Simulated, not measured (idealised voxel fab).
The following process module bears the name voxel air gaps.
Square cell edge 5 nm, section width 180 nm, ID cut.
A cross-section in this document is a grid of square cells, and it is written down as bands, the top band listed before the ones below it; a band is made up of one or more rows of cells.
The entry gives the band's vertical extent as a top height and a bottom height in nm, then its horizontal make-up as materials from left to right, each with a width in nm. "air" stands for empty space; a single material marked "edge to edge" fills the band edge to edge.
Height datum 0, below which the as-received substrate wafer is one material. Lowest band open at the bottom, running downward: "0..down".
A two-number width, for instance "30->40", indicates that the width is equal to the first number in the top row of the band and to the second number in the bottom row, and that it changes by a constant amount per row of cells.
Step note "left unchanged" = no cross-section cell changed.
The entry "Internal closed voids" lists the empty spaces that cover at least 8 cells and have no open path to the top. Each is written as width x height at distance, where the distance is measured from the left edge and all three values are in nm.
Step line, after settings: the simulator's comment on this step.
overlay nm: on a step with a mask, how far right of its planned place the mask lay; negative means left.

Here's what the planned process steps look like:
- 1: RECEIVE, material Si
- 2: CONFORMAL_DEP, material SiO2, thk nm 15
- 3: CONFORMAL_DEP, material SiN, thk nm 5
- 4: DIRECTIONAL_DEP, material SiO2, thk nm 40
- 5: PATTERN, tone open, mask id LINES, material resist, width nm 15, pitch nm 45, thk nm 20, overlay nm 0
- 6: DIRECTIONAL_ETCH, etch materials SiO2, depth nm 40
- 7: STRIP, etch materials resist
- 8: CONFORMAL_DEP, material TiN, thk nm 5
- 9: FILL_DEP, material W, thk nm 5
- 10: CMP, height nm 60
- 11: EPI, material Ru, thk nm 10
- 12: SELECTIVE_ETCH, etch materials SiO2, depth nm 50
- 13: CONFORMAL_DEP, material SiCN, thk nm 5

Cross-section of the wafer as it came to us, i.e., already through step 1:
	0..down | Si edge to edge
	Internal closed voids: none

Final wafer profile in cross-section after the module, from the same start and plan as above, with one mistake made during processing:
	75..70 | SiCN edge to edge
	70..60 | Ru edge to edge
	60..55 | TiN (40), W (5), TiN (40), W (5), TiN (40), W (5), TiN (45)
	55..20 | SiO2 (35), TiN (5), W (5), TiN (5), SiO2 (30), TiN (5), W (5), TiN (5), SiO2 (30), TiN (5), W (5), TiN (5), SiO2 (40)
	20..15 | SiO2 (35), TiN (15), SiO2 (30), TiN (15), SiO2 (30), TiN (15), SiO2 (40)
	15..10 | SiN edge to edge
	10..0 | SiO2 edge to edge
	0..down | Si edge to edge
	Internal closed voids: none
what went wrong: planned and actual differ for step 2; actual: CONFORMAL_DEP, material SiO2, thk nm 10
